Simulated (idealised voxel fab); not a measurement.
Name of the process module below: voxel ribs on slabs
The figure presents cross-section cut, which has a width of 270 nm and is divided into square cells with an edge length of 5 nm.
Notation: cross-section as square-cell grid; stated in bands, top first, going down; one or more cell rows per band.
For a band, the entry starts with two heights in nm, that of the top and then that of the bottom, and carries on with the band's materials in order from left to right, each alongside its width in nm; the word "edge to edge" beside a single material means it fills the band edge to edge, and "air" means empty space.
Where do heights start? At 0: under that level the wafer as delivered is made of one material only. And the lowest band has no floor; it just carries on downward, as in "top 0, no bottom".
Graded width ("30->40"): value in top row of band = first number; value in bottom row = second number; row-to-row change constant.
What does "same as before" mean for a step? It means no cell of the cross-section changed in that step.
Enclosed voids (no open way to top), threshold 8 cells or more, entry "Closed cavities", notation width x height at distance, distance from left edge, nm.
Read whatever lies past the settings on a step's line as the simulator's own remark about the step.
overlay nm: step with mask; distance mask lay right of planned place; negative value = left of planned place.

Listed below are the process steps as planned
1,RECEIVE (material Si)
2,DIRECTIONAL_DEP (material SiO2; thk nm 30)
3,DIRECTIONAL_DEP (material polySi; thk nm 25)
4,MASKED_ETCH (tone cover; mask id RIB; width nm 20; etch materials polySi; depth nm 20; overlay nm 0)
5,PATTERN (tone cover; mask id SLAB; material resist; width nm 70; thk nm 20; overlay nm 0)
6,DIRECTIONAL_ETCH (etch materials polySi; depth nm 5)
7,STRIP (etch materials resist)
8,FILL_DEP (material SiO2; thk nm 20)
9,CMP (height nm 65)
10,DIRECTIONAL_DEP (material TiN; thk nm 10)
11,DIRECTIONAL_DEP (material aC; thk nm 10)
12,PATTERN (tone cover; mask id HEATER; material resist; width nm 30; thk nm 30; overlay nm 0)
13,DIRECTIONAL_ETCH (etch materials aC; depth nm 10)
14,STRIP (etch materials resist)
15,DIRECTIONAL_ETCH (etch materials TiN; depth nm 10)
16,STRIP (etch materials aC)
17,CONFORMAL_DEP (material SiO2; thk nm 10)

Wafer cross-section on receipt, i.e. after step 1
	top 0, no bottom  Si edge to edge
	Closed cavities: none

Cross-sectional result after module completion. Note: starting condition and plan are unchanged from above; one processing mistake was made
	top 85, bottom 75  air=110, then SiO2=50, then air=110
	top 75, bottom 65  SiO2=120, then TiN=30, then SiO2=120
	top 65, bottom 55  TiN edge to edge
	top 55, bottom 35  TiN=125, then polySi=20, then TiN=125
	top 35, bottom 30  TiN=100, then polySi=70, then TiN=100
	top 30, bottom 0  SiO2 edge to edge
	top 0, no bottom  Si edge to edge
	Closed cavities: none
Heads up, the wafer didn't run the way we planned it: so step 8 ended up running with a different setting than we planned, it ran as FILL_DEP (material TiN; thk nm 20)
